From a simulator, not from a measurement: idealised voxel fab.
process module | voxel released beams
cross-section cut | 200 nm wide | cells 5 nm
A cross-section is a grid of square cells, given in bands from the top down. A band is one or more rows of cells.
Each band's line starts with the height of the band's top and of its bottom, in nm. Then come its materials from left to right, each with its width in nm. One material with "throughout" fills the band from edge to edge. "air" is empty space.
Height 0 is the level under which the wafer as received is all one material. The lowest band goes on downwards, as in "0 down".
A width such as "30 to 40" changes by the same amount from each row of cells to the next, from the band's top row to its bottom row.
"no change" after a step means that no cell of the cross-section changed.
closed voids: empty space of 8 cells or more with no open way to the top, each as width x height at its distance from the left edge, in nm
after a step's settings: what the simulator itself notes on the step
overlay nm, on a step with a mask: how far to the right of its planned place the mask lay; to the left if negative
plan
1 op RECEIVE | material Si
2 op CONFORMAL_DEP | material Al2O3 | thk nm 10
3 op DIRECTIONAL_DEP | material SiO2 | thk nm 20
4 op MASKED_ETCH | tone open | mask id ANCHOR | width nm 25 | etch materials SiO2 | depth nm 20 | overlay nm 0
5 op CONFORMAL_DEP | material polySi | thk nm 10
6 op MASKED_ETCH | tone cover | mask id BEAM | width nm 75 | etch materials polySi | depth nm 10 | overlay nm 0
7 op STRIP | etch materials SiO2
as received, after step 1
  0 down: Si throughout
  closed voids: none
a wafer at the end: this start, this plan, one mistake
  40 to 30: air 65 | polySi 10 | air 5 | polySi 55 | air 65
  30 to 20: air 65 | polySi 10 | air 5 | polySi 10 | air 110
  20 to 10: air 65 | polySi 25 | air 110
  10 to 0: Al2O3 throughout
  0 down: Si throughout
  closed voids: none
what went wrong: step 6 ran as: op MASKED_ETCH | tone cover | mask id BEAM | width nm 70 | etch materials polySi | depth nm 10 | overlay nm 0
